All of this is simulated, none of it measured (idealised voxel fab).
Proc. module: voxel ribs on slabs
This is section cut - it's 155 nm across, gridded in 5 nm square cells.
In what follows, cross-sections appear as grids of square cells, described through bands that run from the top down, where every band is one or more rows of cells.
A band entry consists of two parts. The first gives the height of the band's top and the height of its bottom, in nm. The rest lists the band's materials from left to right, each with its width in nm. A single material labelled with the word "edge to edge" fills the band from edge to edge, and the word "blank" marks empty space.
Height datum 0, below which the as-received substrate wafer is one material. Lowest band open at the bottom, running downward: "0 down".
Think of "30 to 40" as a width that walks from the first number to the second as you go down the band, top row to bottom row, taking equal-sized steps from row to row.
Basically "stayed the same" means that step didn't change any cell in the cross-section.
"Sealed void list": empty spaces of 8 cells or more with no open way to the top, each given as width x height at distance, distance from the left edge, all in nm.
Whatever follows a step's settings on its line is a remark the simulator itself makes about that step.
"overlay nm", when on a step's line for a step with a mask, measures how far to the right of its planned place the mask lay; a negative measure means to the left.

Intended process steps
1,RECEIVE [material Si]
2,DIRECTIONAL_DEP [material SiO2] [thk nm 30]
3,DIRECTIONAL_DEP [material polySi] [thk nm 25]
4,PATTERN [tone cover] [mask id RIB] [material resist] [width nm 30] [thk nm 15] [overlay nm 0]
5,DIRECTIONAL_ETCH [etch materials polySi] [depth nm 10]
6,STRIP [etch materials resist]
7,MASKED_ETCH [tone cover] [mask id SLAB] [width nm 60] [etch materials polySi] [depth nm 15] [overlay nm 0]
8,FILL_DEP [material SiO2] [thk nm 25]
9,CMP [height nm 70]
10,DIRECTIONAL_DEP [material W] [thk nm 10]
11,PATTERN [tone cover] [mask id HEATER] [material resist] [width nm 40] [thk nm 15] [overlay nm 0]
12,DIRECTIONAL_ETCH [etch materials W] [depth nm 10]
13,STRIP [etch materials resist]
14,CONFORMAL_DEP [material SiO2] [thk nm 10]

Incoming wafer in cross-section (state: after step 1)
* 0 down  Si edge to edge
* Sealed void list: none

Cross-sectional result after module completion. Note: starting condition and plan are unchanged from above; one processing mistake was made
* 90 to 80  blank: 45 / SiO2: 60 / blank: 50
* 80 to 70  SiO2: 55 / W: 40 / SiO2: 60
* 70 to 45  SiO2 edge to edge
* 45 to 40  polySi: 45 / SiO2: 60 / polySi: 50
* 40 to 30  polySi: 45 / SiO2: 15 / polySi: 30 / SiO2: 15 / polySi: 50
* 30 to 0  SiO2 edge to edge
* 0 down  Si edge to edge
* Sealed void list: none
Heads up, the wafer didn't run the way we planned it: step 7 ran differently from the plan; actual operation with settings: MASKED_ETCH [tone open] [mask id SLAB] [width nm 60] [etch materials polySi] [depth nm 15] [overlay nm 0]
